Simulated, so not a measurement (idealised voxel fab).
This section sets out a process module, namely voxel local oxidation.
Section shown: cut. Width: 275 nm. Cell size: 5 nm, square.
Cross-section layout: square cells on a grid; listed as bands, top to bottom; a band spans one or more cell rows. This entry defines a band. It first specifies the height of the band's top and the height of its bottom in nm, and then specifies the band's materials from left to right, stating each material with its width in nm. The word "full width" identifies a single material that fills the band from edge to edge, while the word "empty" identifies empty space. The reference from which all heights are counted is 0, the level beneath which the as-received wafer is entirely one material; the lowest band, having no lower bound, proceeds downward and is written after the example "z 0 and below". A width given as "30..40" starts at the first number in the band's top row and ends at the second number in its bottom row, shifting by an equal amount at every step from row to row. No cell of the cross-section changed in a step that is given as "remains unaltered". Heads up: "Unvented internal voids" only lists the empty pockets with no open path to the top that are 8 cells or more, and it writes them as width x height at distance, distance from the left edge, in nm. It should be noted that, on the line of a given step, the content following the step's settings is a remark produced by the simulator itself with respect to that step. Among the settings permitted on a step's line is "overlay nm"; applied to a step with a mask, it specifies the extent to which the mask lay to the right of its planned position, whereas a negative figure signifies a position to the left.
plan:
1) op RECEIVE | material Si
2) op OXIDIZE | depth nm 5
3) op CONFORMAL_DEP | material SiN | thk nm 15
4) op PATTERN | tone cover | mask id ACTIVE | material resist | width nm 130 | thk nm 15 | overlay nm 0
5) op DIRECTIONAL_ETCH | etch materials SiN | depth nm 15
6) op STRIP | etch materials resist
7) op SELECTIVE_ETCH | etch materials SiO2 | depth nm 5
8) op OXIDIZE | depth nm 15
9) op STRIP | etch materials SiN
Cross-section, incoming material, after step 1:
z 0 and below  Si full width
Unvented internal voids: none
Post-module cross-section: identical start and plan to those above, one misstep in execution:
z 15 to 0  70 empty; 130 SiN; 75 empty
z 0 to -5  75 empty; 120 SiO2; 80 empty
z -5 to -20  90 SiO2; 90 Si; 95 SiO2
z -20 and below  Si full width
Unvented internal voids: none
Misprocessing identified: plan step 9 never ran because it was skipped
